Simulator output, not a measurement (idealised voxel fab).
process module | voxel released beams
cross-section cut | 180 nm wide | cells 5 nm
A cross-section is a grid of square cells, given in bands from the top down. A band is one or more rows of cells.
Each band's line starts with the height of the band's top and of its bottom, in nm. Then come its materials from left to right, each with its width in nm. One material with "throughout" fills the band from edge to edge. "air" is empty space.
Height 0 is the level under which the wafer as received is all one material. The lowest band goes on downwards, as in "0 down".
A width such as "30 to 40" changes by the same amount from each row of cells to the next, from the band's top row to its bottom row.
"no change" after a step means that no cell of the cross-section changed.
closed voids: empty space of 8 cells or more with no open way to the top, each as width x height at its distance from the left edge, in nm
after a step's settings: what the simulator itself notes on the step
overlay nm, on a step with a mask: how far to the right of its planned place the mask lay; to the left if negative
plan
1 op RECEIVE | material Si
2 op CONFORMAL_DEP | material Al2O3 | thk nm 5
3 op DIRECTIONAL_DEP | material SiO2 | thk nm 15
4 op DIRECTIONAL_DEP | material aC | thk nm 15
5 op PATTERN | tone open | mask id ANCHOR | material resist | width nm 30 | thk nm 35 | overlay nm 0
6 op DIRECTIONAL_ETCH | etch materials aC | depth nm 5
7 op STRIP | etch materials resist
8 op DIRECTIONAL_ETCH | etch materials SiO2 | depth nm 15
9 op STRIP | etch materials aC
10 op CONFORMAL_DEP | material polySi | thk nm 10
11 op MASKED_ETCH | tone cover | mask id BEAM | width nm 80 | etch materials polySi | depth nm 10 | overlay nm 0
12 op STRIP | etch materials SiO2
varied across the wafers: depth nm of step 6. The plan shows the first wafer's value. All wafers start alike
first wafer as received, after step 1
  0 down: Si throughout
  closed voids: none
each wafer at the end: cells of each material gained (+) or lost (-) since it was received, then its closed voids
depth nm 5 | +36 Al2O3 | closed voids: none
depth nm 10 | +36 Al2O3 | closed voids: none
depth nm 15 | +36 Al2O3 | +44 polySi | closed voids: none
depth nm 20 | +36 Al2O3 | +44 polySi | closed voids: none
depth nm 25 | +36 Al2O3 | +44 polySi | closed voids: none
depth nm 30 | +36 Al2O3 | +44 polySi | closed voids: none
